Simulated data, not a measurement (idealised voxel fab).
Title: Process Module voxel double patterning
Section shown: cut. Width: 295 nm. Cell size: 5 nm, square.
A cross-section is a grid of square cells, given in bands from the top down. A band is one or more rows of cells.
Top, bottom (nm), then materials left to right with widths (nm); lone material tagged "edge to edge" fills the whole band edge to edge; "empty" = empty space.
For the purposes of this specification, 0 denotes the height below which the wafer in its as-received condition is composed wholly of one material, and the lowermost band, lacking a lower limit, extends downward without end, as expressed in "from 0 down".
Width spec "30 to 40" -> top row of cells at first value, bottom row at second value, equal per-row change in between.
A step reported as "nothing different" is a step in which no cell of the cross-section changed.
The entry "Closed voids list" lists the empty spaces that cover at least 8 cells and have no open path to the top. Each is written as width x height at distance, where the distance is measured from the left edge and all three values are in nm.
Note: text after step settings on the step line = simulator remark on that step.
The line of a step may include "overlay nm". On a step with a mask, this value is how far to the right of its planned place the mask lay. A negative value means the mask lay to the left.

List of planned process steps:
| 1 | op RECEIVE | material Si |
| 2 | op CONFORMAL_DEP | material SiO2 | thk nm 10 |
| 3 | op DIRECTIONAL_DEP | material polySi | thk nm 15 |
| 4 | op DIRECTIONAL_DEP | material SiCN | thk nm 10 |
| 5 | op MASKED_ETCH | tone open | mask id FIRST | width nm 15 | pitch nm 50 | etch materials SiCN | depth nm 10 | overlay nm 0 |
| 6 | op DIRECTIONAL_DEP | material aC | thk nm 15 |
| 7 | op PATTERN | tone open | mask id SECOND | material resist | width nm 15 | pitch nm 50 | thk nm 35 | overlay nm 0 |
| 8 | op DIRECTIONAL_ETCH | etch materials aC | depth nm 15 |
| 9 | op STRIP | etch materials resist |
| 10 | op DIRECTIONAL_ETCH | etch materials SiCN | depth nm 10 |
| 11 | op STRIP | etch materials aC |
| 12 | op DIRECTIONAL_ETCH | etch materials polySi | depth nm 15 |
| 13 | op STRIP | etch materials SiCN |

The cross-section here shows the wafer as received, i.e. in its state after step 1:
	from 0 down = Si edge to edge
	Closed voids list: none

Here's the wafer cut in cross-section after the module, started and planned just like above, except one thing was done wrong in the run:
	from 25 to 10 = polySi: 90, empty: 15, polySi: 20, empty: 30, polySi: 20, empty: 30, polySi: 90
	from 10 to 0 = SiO2 edge to edge
	from 0 down = Si edge to edge
	Closed voids list: none
Heads up, the wafer didn't run the way we planned it: step 7 was not run as planned; what actually ran was op PATTERN | tone open | mask id SECOND | material resist | width nm 15 | pitch nm 50 | thk nm 35 | overlay nm 10
